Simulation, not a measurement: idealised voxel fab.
process module | voxel capacitor over wiring
cross-section cut | 245 nm wide | cells 5 nm
A cross-section is a grid of square cells, given in bands from the top down. A band is one or more rows of cells.
Each band's line starts with the height of the band's top and of its bottom, in nm. Then come its materials from left to right, each with its width in nm. One material with "throughout" fills the band from edge to edge. "air" is empty space.
Height 0 is the level under which the wafer as received is all one material. The lowest band goes on downwards, as in "0 down".
A width such as "30 to 40" changes by the same amount from each row of cells to the next, from the band's top row to its bottom row.
"no change" after a step means that no cell of the cross-section changed.
closed voids: empty space of 8 cells or more with no open way to the top, each as width x height at its distance from the left edge, in nm
after a step's settings: what the simulator itself notes on the step
overlay nm, on a step with a mask: how far to the right of its planned place the mask lay; to the left if negative
plan
1 op RECEIVE | material Si
2 op CONFORMAL_DEP | material SiO2 | thk nm 15
3 op CONFORMAL_DEP | material SiN | thk nm 5
4 op DIRECTIONAL_DEP | material SiO2 | thk nm 15
5 op MASKED_ETCH | tone open | mask id METAL_1 | width nm 30 | pitch nm 100 | etch materials SiO2 | depth nm 15 | overlay nm 0
6 op MASKED_ETCH | tone open | mask id METAL_1 | width nm 30 | pitch nm 100 | etch materials SiN | depth nm 5 | overlay nm 0
7 op CONFORMAL_DEP | material TiN | thk nm 5
8 op FILL_DEP | material W | thk nm 10
9 op CMP | height nm 35
10 op EPI | material Ru | thk nm 5
11 op FILL_DEP | material SiCN | thk nm 5
12 op DIRECTIONAL_DEP | material SiO2 | thk nm 20
13 op DIRECTIONAL_DEP | material aC | thk nm 15
14 op PATTERN | tone open | mask id PLUG_1 | material resist | width nm 15 | thk nm 35 | overlay nm 0
15 op DIRECTIONAL_ETCH | etch materials aC | depth nm 15
16 op STRIP | etch materials resist
17 op DIRECTIONAL_ETCH | etch materials SiO2 | depth nm 20
18 op DIRECTIONAL_ETCH | etch materials SiCN | depth nm 5
19 op STRIP | etch materials aC
20 op CONFORMAL_DEP | material TiN | thk nm 5
21 op FILL_DEP | material Ru | thk nm 5
22 op CMP | height nm 65
23 op DIRECTIONAL_DEP | material TiN | thk nm 5
24 op DIRECTIONAL_DEP | material SiN | thk nm 5
25 op DIRECTIONAL_DEP | material TiN | thk nm 5
26 op DIRECTIONAL_DEP | material aC | thk nm 15
27 op PATTERN | tone cover | mask id UPPER_PLATE | material resist | width nm 75 | thk nm 30 | overlay nm 0
28 op DIRECTIONAL_ETCH | etch materials aC | depth nm 15
29 op STRIP | etch materials resist
30 op DIRECTIONAL_ETCH | etch materials TiN | depth nm 5
31 op DIRECTIONAL_ETCH | etch materials SiN | depth nm 5
32 op STRIP | etch materials aC
33 op DIRECTIONAL_DEP | material aC | thk nm 15
34 op PATTERN | tone cover | mask id LOWER_PLATE | material resist | width nm 85 | thk nm 30 | overlay nm 0
35 op DIRECTIONAL_ETCH | etch materials aC | depth nm 15
36 op STRIP | etch materials resist
37 op DIRECTIONAL_ETCH | etch materials TiN | depth nm 5
38 op STRIP | etch materials aC
39 op FILL_DEP | material SiO2 | thk nm 20
40 op CMP | height nm 95
41 op PATTERN | tone open | mask id PLUG_2 | material resist | width nm 15 | thk nm 20 | overlay nm 0
42 op DIRECTIONAL_ETCH | etch materials SiO2 | depth nm 15
43 op STRIP | etch materials resist
44 op CONFORMAL_DEP | material TiN | thk nm 5
45 op FILL_DEP | material Ru | thk nm 10
46 op CMP | height nm 95
47 op CONFORMAL_DEP | material SiN | thk nm 5
as received, after step 1
  0 down: Si throughout
  closed voids: none
first wafer at the end, as planned
  100 to 95: SiN throughout
  95 to 85: SiO2 80 | TiN 5 | Ru 5 | TiN 5 | SiO2 150
  85 to 75: SiO2 80 to 70 | TiN 15 to 75 | SiO2 150 to 100
  75 to 70: SiO2 70 | SiN 75 | SiO2 100
  70 to 65: SiO2 65 | TiN 85 | SiO2 95
  65 to 45: SiO2 70 | TiN 5 | Ru 5 | TiN 5 | SiO2 160
  45 to 40: SiCN 70 | TiN 15 | SiCN 160
  40 to 35: SiCN 50 | Ru 40 | SiCN 60 | Ru 40 | SiCN 55
  35 to 20: SiO2 55 | TiN 5 | W 20 | TiN 5 | SiO2 70 | TiN 5 | W 20 | TiN 5 | SiO2 60
  20 to 15: SiN 55 | TiN 30 | SiN 70 | TiN 30 | SiN 60
  15 to 0: SiO2 throughout
  0 down: Si throughout
  closed voids: none
second wafer at the end: like start, like plan, one mistake
  100 to 95: SiN throughout
  95 to 85: SiO2 80 | TiN 5 | Ru 5 | TiN 5 | SiO2 150
  85 to 80: SiO2 80 | TiN 15 | SiO2 150
  80 to 75: SiO2 throughout
  75 to 70: SiO2 70 | TiN 75 | SiO2 100
  70 to 65: SiO2 70 | SiN 75 | SiO2 100
  65 to 60: SiO2 65 | TiN 85 | SiO2 95
  60 to 45: SiO2 70 | TiN 5 | Ru 5 | TiN 5 | SiO2 160
  45 to 40: SiCN 70 | TiN 15 | SiCN 160
  40 to 35: SiCN 50 | Ru 40 | SiCN 60 | Ru 40 | SiCN 55
  35 to 20: SiO2 55 | TiN 5 | W 20 | TiN 5 | SiO2 70 | TiN 5 | W 20 | TiN 5 | SiO2 60
  20 to 15: SiN 55 | TiN 30 | SiN 70 | TiN 30 | SiN 60
  15 to 0: SiO2 throughout
  0 down: Si throughout
  closed voids: none
what went wrong: step 22 ran as: op CMP | height nm 60
at the end the second wafer has, in cells: 1 fewer of Ru | 3 more of SiO2 | 2 fewer of TiN
